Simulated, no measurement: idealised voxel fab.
process module | voxel local oxidation
cross-section cut | 170 nm wide | cells 5 nm
A cross-section is a grid of square cells, given in bands from the top down. A band is one or more rows of cells.
Each band's line starts with the height of the band's top and of its bottom, in nm. Then come its materials from left to right, each with its width in nm. One material with "throughout" fills the band from edge to edge. "air" is empty space.
Height 0 is the level under which the wafer as received is all one material. The lowest band goes on downwards, as in "0 down".
A width such as "30 to 40" changes by the same amount from each row of cells to the next, from the band's top row to its bottom row.
"no change" after a step means that no cell of the cross-section changed.
closed voids: empty space of 8 cells or more with no open way to the top, each as width x height at its distance from the left edge, in nm
after a step's settings: what the simulator itself notes on the step
overlay nm, on a step with a mask: how far to the right of its planned place the mask lay; to the left if negative
plan
1 op RECEIVE | material Si
2 op CONFORMAL_DEP | material SiO2 | thk nm 5
3 op CONFORMAL_DEP | material SiN | thk nm 15
4 op PATTERN | tone cover | mask id ACTIVE | material resist | width nm 120 | thk nm 15 | overlay nm -10
5 op DIRECTIONAL_ETCH | etch materials SiN | depth nm 15
6 op STRIP | etch materials resist
7 op SELECTIVE_ETCH | etch materials SiO2 | depth nm 5
8 op OXIDIZE | depth nm 15
9 op STRIP | etch materials SiN
varied across the wafers: overlay nm of step 4. The plan shows the first wafer's value. All wafers start alike
first wafer as received, after step 1
  0 down: Si throughout
  closed voids: none
each wafer at the end: cells of each material gained (+) or lost (-) since it was received, then its closed voids
overlay nm -10 | -54 Si | +76 SiO2 | closed voids: none
overlay nm -5 | -54 Si | +76 SiO2 | closed voids: none
overlay nm 0 | -54 Si | +76 SiO2 | closed voids: none
overlay nm 5 | -54 Si | +76 SiO2 | closed voids: none
overlay nm 10 | -54 Si | +76 SiO2 | closed voids: none
